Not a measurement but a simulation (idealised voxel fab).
process module | voxel capacitor over wiring
cross-section cut | 165 nm wide | cells 5 nm
A cross-section is a grid of square cells, given in bands from the top down. A band is one or more rows of cells.
Each band's line starts with the height of the band's top and of its bottom, in nm. Then come its materials from left to right, each with its width in nm. One material with "throughout" fills the band from edge to edge. "air" is empty space.
Height 0 is the level under which the wafer as received is all one material. The lowest band goes on downwards, as in "0 down".
A width such as "30 to 40" changes by the same amount from each row of cells to the next, from the band's top row to its bottom row.
"no change" after a step means that no cell of the cross-section changed.
closed voids: empty space of 8 cells or more with no open way to the top, each as width x height at its distance from the left edge, in nm
after a step's settings: what the simulator itself notes on the step
overlay nm, on a step with a mask: how far to the right of its planned place the mask lay; to the left if negative
plan
1 op RECEIVE | material Si
2 op CONFORMAL_DEP | material SiO2 | thk nm 15
3 op CONFORMAL_DEP | material SiN | thk nm 5
4 op DIRECTIONAL_DEP | material SiO2 | thk nm 25
5 op PATTERN | tone open | mask id METAL_1 | material resist | width nm 20 | pitch nm 75 | thk nm 20 | overlay nm 0
6 op DIRECTIONAL_ETCH | etch materials SiO2 | depth nm 25
7 op DIRECTIONAL_ETCH | etch materials SiN | depth nm 5
8 op STRIP | etch materials resist
9 op CONFORMAL_DEP | material TiN | thk nm 5
10 op FILL_DEP | material Ru | thk nm 5
11 op CMP | height nm 45
12 op EPI | material Ru | thk nm 5
13 op FILL_DEP | material SiCN | thk nm 5
14 op DIRECTIONAL_DEP | material SiO2 | thk nm 20
15 op MASKED_ETCH | tone open | mask id PLUG_1 | width nm 15 | etch materials SiO2 | depth nm 20 | overlay nm 0
16 op MASKED_ETCH | tone open | mask id PLUG_1 | width nm 15 | etch materials SiCN | depth nm 5 | overlay nm 0
17 op EPI | material Ru | thk nm 10
18 op EPI | material Ru | thk nm 10
19 op EPI | material Ru | thk nm 5
20 op DIRECTIONAL_DEP | material TiN | thk nm 5
21 op DIRECTIONAL_DEP | material SiN | thk nm 5
22 op DIRECTIONAL_DEP | material TiN | thk nm 5
23 op DIRECTIONAL_DEP | material aC | thk nm 15
24 op PATTERN | tone cover | mask id UPPER_PLATE | material resist | width nm 60 | thk nm 30 | overlay nm 0
25 op DIRECTIONAL_ETCH | etch materials aC | depth nm 15
26 op STRIP | etch materials resist
27 op DIRECTIONAL_ETCH | etch materials TiN | depth nm 5
28 op DIRECTIONAL_ETCH | etch materials SiN | depth nm 5
29 op STRIP | etch materials aC
30 op MASKED_ETCH | tone cover | mask id LOWER_PLATE | width nm 70 | etch materials TiN | depth nm 5 | overlay nm 0
31 op FILL_DEP | material SiO2 | thk nm 20
32 op CMP | height nm 105
33 op DIRECTIONAL_DEP | material aC | thk nm 15
34 op PATTERN | tone open | mask id PLUG_2 | material resist | width nm 15 | thk nm 35 | overlay nm 0
35 op DIRECTIONAL_ETCH | etch materials aC | depth nm 15
36 op STRIP | etch materials resist
37 op DIRECTIONAL_ETCH | etch materials SiO2 | depth nm 15
38 op STRIP | etch materials aC
39 op CONFORMAL_DEP | material TiN | thk nm 5
40 op FILL_DEP | material Ru | thk nm 5
41 op CMP | height nm 105
42 op CONFORMAL_DEP | material SiN | thk nm 5
as received, after step 1
  0 down: Si throughout
  closed voids: none
first wafer at the end, as planned
  110 to 105: SiN throughout
  105 to 95: SiO2 50 | TiN 5 | Ru 5 | TiN 5 | SiO2 100
  95 to 85: SiO2 50 to 40 | TiN 15 to 60 | SiO2 100 to 65
  85 to 80: SiO2 40 | SiN 60 | SiO2 65
  80 to 75: SiO2 35 | TiN 70 | SiO2 60
  75 to 55: SiO2 40 | Ru 15 | SiO2 110
  55 to 50: SiCN 40 | Ru 15 | SiCN 110
  50 to 45: SiCN 30 | Ru 30 | SiCN 45 | Ru 30 | SiCN 30
  45 to 20: SiO2 35 | TiN 5 | Ru 10 | TiN 5 | SiO2 55 | TiN 5 | Ru 10 | TiN 5 | SiO2 35
  20 to 15: SiN 35 | TiN 20 | SiN 55 | TiN 20 | SiN 35
  15 to 0: SiO2 throughout
  0 down: Si throughout
  closed voids: none
second wafer at the end: like start, like plan, one mistake
  110 to 105: SiN throughout
  105 to 95: SiO2 50 to 40 | TiN 15 to 25 | SiO2 100
  95 to 90: SiO2 40 | SiN 25 | SiO2 100
  90 to 85: SiO2 35 | TiN 65 | SiO2 65
  85 to 80: SiO2 30 | Ru 35 | SiN 35 | SiO2 65
  80 to 75: SiO2 30 | Ru 35 | TiN 40 | SiO2 60
  75 to 55: SiO2 40 | Ru 15 | SiO2 110
  55 to 50: SiCN 40 | Ru 15 | SiCN 110
  50 to 45: SiCN 30 | Ru 30 | SiCN 45 | Ru 30 | SiCN 30
  45 to 20: SiO2 35 | TiN 5 | Ru 10 | TiN 5 | SiO2 55 | TiN 5 | Ru 10 | TiN 5 | SiO2 35
  20 to 15: SiN 35 | TiN 20 | SiN 55 | TiN 20 | SiN 35
  15 to 0: SiO2 throughout
  0 down: Si throughout
  closed voids: none
what went wrong: one of the steps 17 and 18, which are alike, was run twice
at the end the second wafer has, in cells: 12 more of Ru | 8 fewer of SiO2 | 4 fewer of TiN
